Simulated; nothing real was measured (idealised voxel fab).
Herein follows the process module entitled voxel tone inversion.
In the cross-section labelled cut, the width is 225 nm and each square cell is 5 nm.
If you're reading a cross-section in this doc, picture square cells in a grid; it comes to you as bands, top ones listed first down to the bottom, and a band can be one or more rows of cells.
Band: top and bottom heights (nm) first, top before bottom; then materials from left to right, widths in nm. "edge to edge" marks a sole material filling the band edge to edge. "air" denotes empty space.
Convention: height 0 is the level below which the wafer, as received, is all one material. The lowest band does not terminate at the bottom but continues downward, represented as "z 0 and below".
You'd read "30 to 40" like this: the band's top row of cells is as wide as the first number, its bottom row is as wide as the second, and going down, every row changes width by the same amount as the row before did.
"same as before" (step): cross-section cells unchanged, all of them.
Enclosed voids (no open way to top), threshold 8 cells or more, entry "closed voids", notation width x height at distance, distance from left edge, nm.
Formally, on a step line, whatever follows the settings is a remark that the simulator itself makes on the step.
The setting "overlay nm" may be written on the line of a step. When the step uses a mask, the value reports how far to the right of the planned place the mask lay, and a negative value reports that it lay to the left.
### So here's the lineup of process steps we planned
step 1: RECEIVE: material Si
step 2: CONFORMAL_DEP: material SiCN, thk nm 10
step 3: DIRECTIONAL_DEP: material aC, thk nm 15
step 4: PATTERN: tone cover, mask id POSTS, material resist, width nm 20, pitch nm 40, thk nm 20, overlay nm 0
step 5: DIRECTIONAL_ETCH: etch materials aC, depth nm 15
step 6: STRIP: etch materials resist
step 7: FILL_DEP: material SiO2, thk nm 10
step 8: CMP: height nm 25
step 9: STRIP: etch materials aC
step 10: CONFORMAL_DEP: material TiN, thk nm 5
step 11: FILL_DEP: material W, thk nm 10
step 12: CMP: height nm 25
step 13: CONFORMAL_DEP: material SiN, thk nm 5
### Run as planned: first of two wafers
### Delivered wafer in cross-section: state after step 1
  z 0 and below: Si edge to edge
  closed voids: none
### After step 2, in cross-section
  z 10 to 0: SiCN edge to edge
  Everything under 0 stays put, no change at all.
### After step 3, in cross-section
  z 25 to 10: aC edge to edge
  Everything under 10 stays put, no change at all.
### After step 4, in cross-section
  z 45 to 25: air=40 | resist=20 | air=20 | resist=20 | air=20 | resist=20 | air=20 | resist=20 | air=45
  Everything under 25 stays put, no change at all.
### After step 5, in cross-section
  z 30 to 25: air=40 | resist=20 | air=20 | resist=20 | air=20 | resist=20 | air=20 | resist=20 | air=45
  z 25 to 10: air=40 | aC=20 | air=20 | aC=20 | air=20 | aC=20 | air=20 | aC=20 | air=45
  Everything under 10 stays put, no change at all.
### After step 6, in cross-section
  z 25 to 10: air=40 | aC=20 | air=20 | aC=20 | air=20 | aC=20 | air=20 | aC=20 | air=45
  Everything under 10 stays put, no change at all.
### After step 7, in cross-section
  z 35 to 25: SiO2 edge to edge
  z 25 to 10: SiO2=40 | aC=20 | SiO2=20 | aC=20 | SiO2=20 | aC=20 | SiO2=20 | aC=20 | SiO2=45
  Everything under 10 stays put, no change at all.
### After step 8, in cross-section
  z 25 to 10: SiO2=40 | aC=20 | SiO2=20 | aC=20 | SiO2=20 | aC=20 | SiO2=20 | aC=20 | SiO2=45
  Everything under 10 stays put, no change at all.
### After step 9, in cross-section
  z 25 to 10: SiO2=40 | air=20 | SiO2=20 | air=20 | SiO2=20 | air=20 | SiO2=20 | air=20 | SiO2=45
  Everything under 10 stays put, no change at all.
### After step 10, in cross-section
  z 30 to 25: TiN=45 | air=10 | TiN=30 | air=10 | TiN=30 | air=10 | TiN=30 | air=10 | TiN=50
  z 25 to 15: SiO2=40 | TiN=5 | air=10 | TiN=5 | SiO2=20 | TiN=5 | air=10 | TiN=5 | SiO2=20 | TiN=5 | air=10 | TiN=5 | SiO2=20 | TiN=5 | air=10 | TiN=5 | SiO2=45
  z 15 to 10: SiO2=40 | TiN=20 | SiO2=20 | TiN=20 | SiO2=20 | TiN=20 | SiO2=20 | TiN=20 | SiO2=45
  Everything under 10 stays put, no change at all.
### After step 11, in cross-section
  z 40 to 30: W edge to edge
  z 30 to 25: TiN=45 | W=10 | TiN=30 | W=10 | TiN=30 | W=10 | TiN=30 | W=10 | TiN=50
  z 25 to 15: SiO2=40 | TiN=5 | W=10 | TiN=5 | SiO2=20 | TiN=5 | W=10 | TiN=5 | SiO2=20 | TiN=5 | W=10 | TiN=5 | SiO2=20 | TiN=5 | W=10 | TiN=5 | SiO2=45
  Everything under 15 stays put, no change at all.
### After step 12, in cross-section
  z 25 to 15: SiO2=40 | TiN=5 | W=10 | TiN=5 | SiO2=20 | TiN=5 | W=10 | TiN=5 | SiO2=20 | TiN=5 | W=10 | TiN=5 | SiO2=20 | TiN=5 | W=10 | TiN=5 | SiO2=45
  Everything under 15 stays put, no change at all.
### After step 13, in cross-section
  z 30 to 25: SiN edge to edge
  Everything under 25 stays put, no change at all.
### Second wafer, same starting conditions and recipe as the first, one mistake in executing it, nothing differs from the first up to and including step 3
### when step 4 should have ended
  z 45 to 25: air=40 | resist=25 | air=15 | resist=25 | air=15 | resist=25 | air=15 | resist=25 | air=40
  Everything under 25 stays put, no change at all.
### when step 5 should have ended
  z 30 to 25: air=40 | resist=25 | air=15 | resist=25 | air=15 | resist=25 | air=15 | resist=25 | air=40
  z 25 to 10: air=40 | aC=25 | air=15 | aC=25 | air=15 | aC=25 | air=15 | aC=25 | air=40
  Everything under 10 stays put, no change at all.
### when step 6 should have ended
  z 25 to 10: air=40 | aC=25 | air=15 | aC=25 | air=15 | aC=25 | air=15 | aC=25 | air=40
  Everything under 10 stays put, no change at all.
### when step 7 should have ended
  z 35 to 25: SiO2 edge to edge
  z 25 to 10: SiO2=40 | aC=25 | SiO2=15 | aC=25 | SiO2=15 | aC=25 | SiO2=15 | aC=25 | SiO2=40
  Everything under 10 stays put, no change at all.
### when step 8 should have ended
  z 25 to 10: SiO2=40 | aC=25 | SiO2=15 | aC=25 | SiO2=15 | aC=25 | SiO2=15 | aC=25 | SiO2=40
  Everything under 10 stays put, no change at all.
### when step 9 should have ended
  z 25 to 10: SiO2=40 | air=25 | SiO2=15 | air=25 | SiO2=15 | air=25 | SiO2=15 | air=25 | SiO2=40
  Everything under 10 stays put, no change at all.
### when step 10 should have ended
  z 30 to 25: TiN=45 | air=15 | TiN=25 | air=15 | TiN=25 | air=15 | TiN=25 | air=15 | TiN=45
  z 25 to 15: SiO2=40 | TiN=5 | air=15 | TiN=5 | SiO2=15 | TiN=5 | air=15 | TiN=5 | SiO2=15 | TiN=5 | air=15 | TiN=5 | SiO2=15 | TiN=5 | air=15 | TiN=5 | SiO2=40
  z 15 to 10: SiO2=40 | TiN=25 | SiO2=15 | TiN=25 | SiO2=15 | TiN=25 | SiO2=15 | TiN=25 | SiO2=40
  Everything under 10 stays put, no change at all.
### when step 11 should have ended
  z 40 to 30: W edge to edge
  z 30 to 25: TiN=45 | W=15 | TiN=25 | W=15 | TiN=25 | W=15 | TiN=25 | W=15 | TiN=45
  z 25 to 15: SiO2=40 | TiN=5 | W=15 | TiN=5 | SiO2=15 | TiN=5 | W=15 | TiN=5 | SiO2=15 | TiN=5 | W=15 | TiN=5 | SiO2=15 | TiN=5 | W=15 | TiN=5 | SiO2=40
  Everything under 15 stays put, no change at all.
### when step 12 should have ended
  z 25 to 15: SiO2=40 | TiN=5 | W=15 | TiN=5 | SiO2=15 | TiN=5 | W=15 | TiN=5 | SiO2=15 | TiN=5 | W=15 | TiN=5 | SiO2=15 | TiN=5 | W=15 | TiN=5 | SiO2=40
  Everything under 15 stays put, no change at all.
### when step 13 should have ended
  z 30 to 25: SiN edge to edge
  Everything under 25 stays put, no change at all.
The mistake made against the process plan was this: step 4 was run on a setting that differed from the plan, and what really ran there is PATTERN: tone cover, mask id POSTS, material resist, width nm 25, pitch nm 40, thk nm 20, overlay nm 0
Final difference in cells, second wafer against first, listed per material as more or fewer: -12 SiO2, +4 TiN, +8 W
